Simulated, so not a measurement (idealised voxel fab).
The document below concerns the process module designated voxel ribs on slabs.
Xsec cut, 155 nm wide, square cell size 5 nm.
Heads up, the way a cross-section reads in here is a grid of square cells, handed over as bands from the top down, with every band being one or more rows of cells.
Band: top height; bottom height; in nm. Then, left to right: material with width in nm, for each material. "everywhere": a single material spanning edge to edge. "empty": empty space.
Height 0 is the level under which the wafer as received is all one material. The lowest band goes on downwards, as in "0 nm and below".
Width: "30..40" (first number = top row, second number = bottom row, same change from row to row of cells).
"no change occurred" after a step means that no cell of the cross-section changed.
Voids not open to the top, 8 cells minimum: see "Closed void register". Written width x height at distance; distance is from the left edge; nm.
after a step's settings: what the simulator itself notes on the step
A step's line can hold "overlay nm"; with a mask on that step, the setting says how far right of the planned place the mask lay, while a negative setting says it lay to the left.
[The steps planned for the process are as follows]
1 RECEIVE with material Si
2 DIRECTIONAL_DEP with material SiO2, thk nm 25
3 DIRECTIONAL_DEP with material SiN, thk nm 15
4 PATTERN with tone cover, mask id RIB, material resist, width nm 15, thk nm 15, overlay nm 0
5 DIRECTIONAL_ETCH with etch materials SiN, depth nm 10
6 STRIP with etch materials resist
7 MASKED_ETCH with tone cover, mask id SLAB, width nm 65, etch materials SiN, depth nm 5, overlay nm 0
8 FILL_DEP with material SiO2, thk nm 20
9 CMP with height nm 55
10 DIRECTIONAL_DEP with material W, thk nm 10
11 MASKED_ETCH with tone cover, mask id HEATER, width nm 25, etch materials W, depth nm 10, overlay nm 0
12 CONFORMAL_DEP with material SiO2, thk nm 10
[Cross-section of the wafer upon arrival, representing the state reached after step 1]
- 0 nm and below | Si everywhere
- Closed void register: none
[Wafer cross-section at module end: first of two, run to plan]
- 75 nm to 65 nm | 55 empty; 45 SiO2; 55 empty
- 65 nm to 55 nm | 65 SiO2; 25 W; 65 SiO2
- 55 nm to 40 nm | SiO2 everywhere
- 40 nm to 30 nm | 70 SiO2; 15 SiN; 70 SiO2
- 30 nm to 25 nm | 45 SiO2; 65 SiN; 45 SiO2
- 25 nm to 0 nm | SiO2 everywhere
- 0 nm and below | Si everywhere
- Closed void register: none
[Cross-section, second wafer: same start as the first, same plan as the first, one mistake in running it; taken at the end of the module]
- 75 nm to 65 nm | 55 empty; 45 SiO2; 55 empty
- 65 nm to 55 nm | 65 SiO2; 25 W; 65 SiO2
- 55 nm to 40 nm | W everywhere
- 40 nm to 30 nm | 70 W; 15 SiN; 70 W
- 30 nm to 25 nm | 45 W; 65 SiN; 45 W
- 25 nm to 0 nm | SiO2 everywhere
- 0 nm and below | Si everywhere
- Closed void register: none
What was done differently from what was planned? step 8 off recipe, ran as FILL_DEP with material W, thk nm 20
Final comparison by cell count, materials where the second wafer has more or fewer than the first: 167 fewer of SiO2, 167 more of W
